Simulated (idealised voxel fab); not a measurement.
Process module in this document: voxel transistor to metal
Section shown: cut. Width: 185 nm. Cell size: 5 nm, square.
Cross-section = grid of square cells, listed top down in bands; band = one or more rows. First you get the band's top height and its bottom height, in nm, and then the materials it's made of, left to right, with each width in nm. If you see a single material with "throughout", that one covers the band edge to edge. "blank" is empty space. A quick word on heights: they are counted from 0, and under that level the wafer as it came to us is one material throughout. The lowest band is different from the rest in having no bottom; it simply continues downward, written as in "0 nm and below". So if you see something like "30 to 40" for the width, read it as the top row of the band sitting at the first number and the bottom row at the second, with every row in between moving by the same amount as the last. "no alteration", as given for a step, is the statement that not any cell of the cross-section underwent a change during that step. Empty spaces without an open route to the top, at least 8 cells in extent, make up the entry "Internal closed voids"; each is given as width x height at distance, where the distance is measured from the left edge, and all are in nm. That trailing text on a step's line, after the settings, is the simulator's own remark on the step. Among the settings permitted on a step's line is "overlay nm"; applied to a step with a mask, it specifies the extent to which the mask lay to the right of its planned position, whereas a negative figure signifies a position to the left.
HERE'S WHAT THE PLANNED PROCESS STEPS LOOK LIKE
- 1: op RECEIVE | material Si
- 2: op CONFORMAL_DEP | material SiO2 | thk nm 5
- 3: op CONFORMAL_DEP | material SiN | thk nm 10
- 4: op MASKED_ETCH | tone cover | mask id ACTIVE | width nm 105 | etch materials SiN | depth nm 10 | overlay nm 0
- 5: op MASKED_ETCH | tone cover | mask id ACTIVE | width nm 105 | etch materials SiO2 | depth nm 5 | overlay nm -15
- 6: op MASKED_ETCH | tone cover | mask id ACTIVE | width nm 105 | etch materials Si | depth nm 20 | overlay nm 0
- 7: op OXIDIZE | depth nm 5
- 8: op FILL_DEP | material SiO2 | thk nm 5
- 9: op CMP | height nm 15
- 10: op SELECTIVE_ETCH | etch materials SiO2 | depth nm 10
- 11: op STRIP | etch materials SiN
- 12: op SELECTIVE_ETCH | etch materials SiO2 | depth nm 5
- 13: op OXIDIZE | depth nm 5
- 14: op DIRECTIONAL_DEP | material polySi | thk nm 25
- 15: op DIRECTIONAL_DEP | material SiCN | thk nm 15
- 16: op DIRECTIONAL_DEP | material aC | thk nm 10
- 17: op PATTERN | tone cover | mask id GATE | material resist | width nm 15 | thk nm 30 | overlay nm 0
- 18: op DIRECTIONAL_ETCH | etch materials aC | depth nm 10
- 19: op STRIP | etch materials resist
- 20: op DIRECTIONAL_ETCH | etch materials SiCN | depth nm 25
- 21: op DIRECTIONAL_ETCH | etch materials polySi | depth nm 35
- 22: op STRIP | etch materials aC
- 23: op CONFORMAL_DEP | material SiO2 | thk nm 5
- 24: op DIRECTIONAL_ETCH | etch materials SiO2 | depth nm 5
- 25: op CONFORMAL_DEP | material SiN | thk nm 5
- 26: op DIRECTIONAL_ETCH | etch materials SiN | depth nm 5
- 27: op DIRECTIONAL_ETCH | etch materials SiO2 | depth nm 5
- 28: op DIRECTIONAL_ETCH | etch materials Si | depth nm 5
- 29: op EPI | material pSi | thk nm 10
- 30: op FILL_DEP | material SiO2 | thk nm 10
- 31: op CMP | height nm 40
- 32: op DIRECTIONAL_DEP | material SiO2 | thk nm 10
- 33: op PATTERN | tone open | mask id CONTACT | material resist | width nm 20 | pitch nm 75 | thk nm 15 | overlay nm 0
- 34: op DIRECTIONAL_ETCH | etch materials SiO2 | depth nm 50
- 35: op STRIP | etch materials resist
- 36: op CONFORMAL_DEP | material TiN | thk nm 5
- 37: op FILL_DEP | material W | thk nm 10
- 38: op CMP | height nm 50
- 39: op DIRECTIONAL_DEP | material TiN | thk nm 5
- 40: op DIRECTIONAL_DEP | material Ru | thk nm 25
- 41: op DIRECTIONAL_DEP | material aC | thk nm 10
- 42: op PATTERN | tone cover | mask id METAL_1 | material resist | width nm 20 | pitch nm 75 | thk nm 30 | overlay nm 0
- 43: op DIRECTIONAL_ETCH | etch materials aC | depth nm 10
- 44: op STRIP | etch materials resist
- 45: op DIRECTIONAL_ETCH | etch materials Ru | depth nm 25
- 46: op DIRECTIONAL_ETCH | etch materials TiN | depth nm 5
- 47: op STRIP | etch materials aC
- 48: op CONFORMAL_DEP | material SiN | thk nm 5
- 49: op FILL_DEP | material lowk | thk nm 5
- 50: op CMP | height nm 80
- 51: op CONFORMAL_DEP | material SiCN | thk nm 5
The wafers in this document start out alike and differ in the overlay nm applied at step 5; the plan shows the value used for the first wafer.
THE AS-RECEIVED CROSS-SECTION OF THE FIRST OF SEVERAL WAFERS CORRESPONDS TO THE STATE AFTER STEP 1
* 0 nm and below: Si throughout
* Internal closed voids: none
WAFER ROWS; END OF MODULE; CELLS PER MATERIAL SINCE RECEIPT: (+) GAINED, (-) LOST; THEN CLOSED VOIDS
overlay nm -15 | +40 Ru | -112 Si | +46 SiCN | +65 SiN | +326 SiO2 | +52 TiN | +36 W | +125 lowk | +36 pSi | +15 polySi | Internal closed voids: none
overlay nm -10 | +40 Ru | -115 Si | +46 SiCN | +65 SiN | +331 SiO2 | +52 TiN | +36 W | +125 lowk | +34 pSi | +15 polySi | Internal closed voids: none
overlay nm -5 | +40 Ru | -118 Si | +46 SiCN | +65 SiN | +336 SiO2 | +52 TiN | +36 W | +125 lowk | +32 pSi | +15 polySi | Internal closed voids: none
overlay nm 0 | +40 Ru | -121 Si | +46 SiCN | +65 SiN | +341 SiO2 | +52 TiN | +36 W | +125 lowk | +30 pSi | +15 polySi | Internal closed voids: none
overlay nm 5 | +40 Ru | -118 Si | +46 SiCN | +65 SiN | +336 SiO2 | +52 TiN | +36 W | +125 lowk | +32 pSi | +15 polySi | Internal closed voids: none
overlay nm 10 | +40 Ru | -115 Si | +46 SiCN | +65 SiN | +331 SiO2 | +52 TiN | +36 W | +125 lowk | +34 pSi | +15 polySi | Internal closed voids: none
overlay nm 15 | +40 Ru | -112 Si | +46 SiCN | +65 SiN | +326 SiO2 | +52 TiN | +36 W | +125 lowk | +36 pSi | +15 polySi | Internal closed voids: none
